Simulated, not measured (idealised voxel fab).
process module | voxel double patterning
cross-section cut | 170 nm wide | cells 5 nm
A cross-section is a grid of square cells, given in bands from the top down. A band is one or more rows of cells.
Each band's line starts with the height of the band's top and of its bottom, in nm. Then come its materials from left to right, each with its width in nm. One material with "throughout" fills the band from edge to edge. "air" is empty space.
Height 0 is the level under which the wafer as received is all one material. The lowest band goes on downwards, as in "0 down".
A width such as "30 to 40" changes by the same amount from each row of cells to the next, from the band's top row to its bottom row.
"no change" after a step means that no cell of the cross-section changed.
closed voids: empty space of 8 cells or more with no open way to the top, each as width x height at its distance from the left edge, in nm
after a step's settings: what the simulator itself notes on the step
overlay nm, on a step with a mask: how far to the right of its planned place the mask lay; to the left if negative
plan
1 op RECEIVE | material Si
2 op CONFORMAL_DEP | material SiN | thk nm 5
3 op DIRECTIONAL_DEP | material SiO2 | thk nm 10
4 op DIRECTIONAL_DEP | material SiCN | thk nm 5
5 op DIRECTIONAL_DEP | material aC | thk nm 10
6 op PATTERN | tone open | mask id FIRST | material resist | width nm 15 | pitch nm 50 | thk nm 30 | overlay nm 0
7 op DIRECTIONAL_ETCH | etch materials aC | depth nm 10
8 op STRIP | etch materials resist
9 op DIRECTIONAL_ETCH | etch materials SiCN | depth nm 5
10 op STRIP | etch materials aC
11 op PATTERN | tone open | mask id SECOND | material resist | width nm 15 | pitch nm 50 | thk nm 20 | overlay nm 0
12 op DIRECTIONAL_ETCH | etch materials SiCN | depth nm 5
13 op STRIP | etch materials resist
14 op DIRECTIONAL_ETCH | etch materials SiO2 | depth nm 10
15 op STRIP | etch materials SiCN
first wafer, as planned
as received, after step 1
  0 down: Si throughout
  closed voids: none
after step 2
  5 to 0: SiN throughout
  below 0: unchanged
after step 3
  15 to 5: SiO2 throughout
  below 5: unchanged
after step 4
  20 to 15: SiCN throughout
  below 15: unchanged
after step 5
  30 to 20: aC throughout
  below 20: unchanged
after step 6
  60 to 30: resist 25 | air 15 | resist 35 | air 15 | resist 35 | air 15 | resist 30
  below 30: unchanged
after step 7
  50 to 30: resist 25 | air 15 | resist 35 | air 15 | resist 35 | air 15 | resist 30
  30 to 20: aC 25 | air 15 | aC 35 | air 15 | aC 35 | air 15 | aC 30
  below 20: unchanged
after step 8
  30 to 20: aC 25 | air 15 | aC 35 | air 15 | aC 35 | air 15 | aC 30
  below 20: unchanged
after step 9
  30 to 20: aC 25 | air 15 | aC 35 | air 15 | aC 35 | air 15 | aC 30
  20 to 15: SiCN 25 | air 15 | SiCN 35 | air 15 | SiCN 35 | air 15 | SiCN 30
  below 15: unchanged
after step 10
  20 to 15: SiCN 25 | air 15 | SiCN 35 | air 15 | SiCN 35 | air 15 | SiCN 30
  below 15: unchanged
after step 11
  40 to 20: resist 50 | air 15 | resist 35 | air 15 | resist 55
  20 to 15: SiCN 25 | resist 15 | SiCN 35 | resist 15 | SiCN 35 | resist 15 | SiCN 30
  below 15: unchanged
after step 12
  40 to 20: resist 50 | air 15 | resist 35 | air 15 | resist 55
  20 to 15: SiCN 25 | resist 15 | SiCN 10 | air 15 | SiCN 10 | resist 15 | SiCN 10 | air 15 | SiCN 10 | resist 15 | SiCN 30
  below 15: unchanged
after step 13
  20 to 15: SiCN 25 | air 15 | SiCN 10 | air 15 | SiCN 10 | air 15 | SiCN 10 | air 15 | SiCN 10 | air 15 | SiCN 30
  below 15: unchanged
after step 14
  20 to 15: SiCN 25 | air 15 | SiCN 10 | air 15 | SiCN 10 | air 15 | SiCN 10 | air 15 | SiCN 10 | air 15 | SiCN 30
  15 to 5: SiO2 25 | air 15 | SiO2 10 | air 15 | SiO2 10 | air 15 | SiO2 10 | air 15 | SiO2 10 | air 15 | SiO2 30
  below 5: unchanged
after step 15
  15 to 5: SiO2 25 | air 15 | SiO2 10 | air 15 | SiO2 10 | air 15 | SiO2 10 | air 15 | SiO2 10 | air 15 | SiO2 30
  below 5: unchanged
second wafer: like start, like plan, one mistake. Through step 10 it matches the first wafer
when step 11 should have ended
  40 to 20: air 50 | resist 15 | air 35 | resist 15 | air 55
  below 20: unchanged
when step 12 should have ended
  40 to 20: air 50 | resist 15 | air 35 | resist 15 | air 55
  20 to 15: air 50 | SiCN 15 | air 35 | SiCN 15 | air 55
  below 15: unchanged
when step 13 should have ended
  20 to 15: air 50 | SiCN 15 | air 35 | SiCN 15 | air 55
  below 15: unchanged
when step 14 should have ended
  20 to 15: air 50 | SiCN 15 | air 35 | SiCN 15 | air 55
  15 to 5: air 50 | SiO2 15 | air 35 | SiO2 15 | air 55
  below 5: unchanged
when step 15 should have ended
  15 to 5: air 50 | SiO2 15 | air 35 | SiO2 15 | air 55
  below 5: unchanged
what went wrong: step 11 ran as: op PATTERN | tone cover | mask id SECOND | material resist | width nm 15 | pitch nm 50 | thk nm 20 | overlay nm 0
at the end the second wafer has, in cells: 26 fewer of SiO2
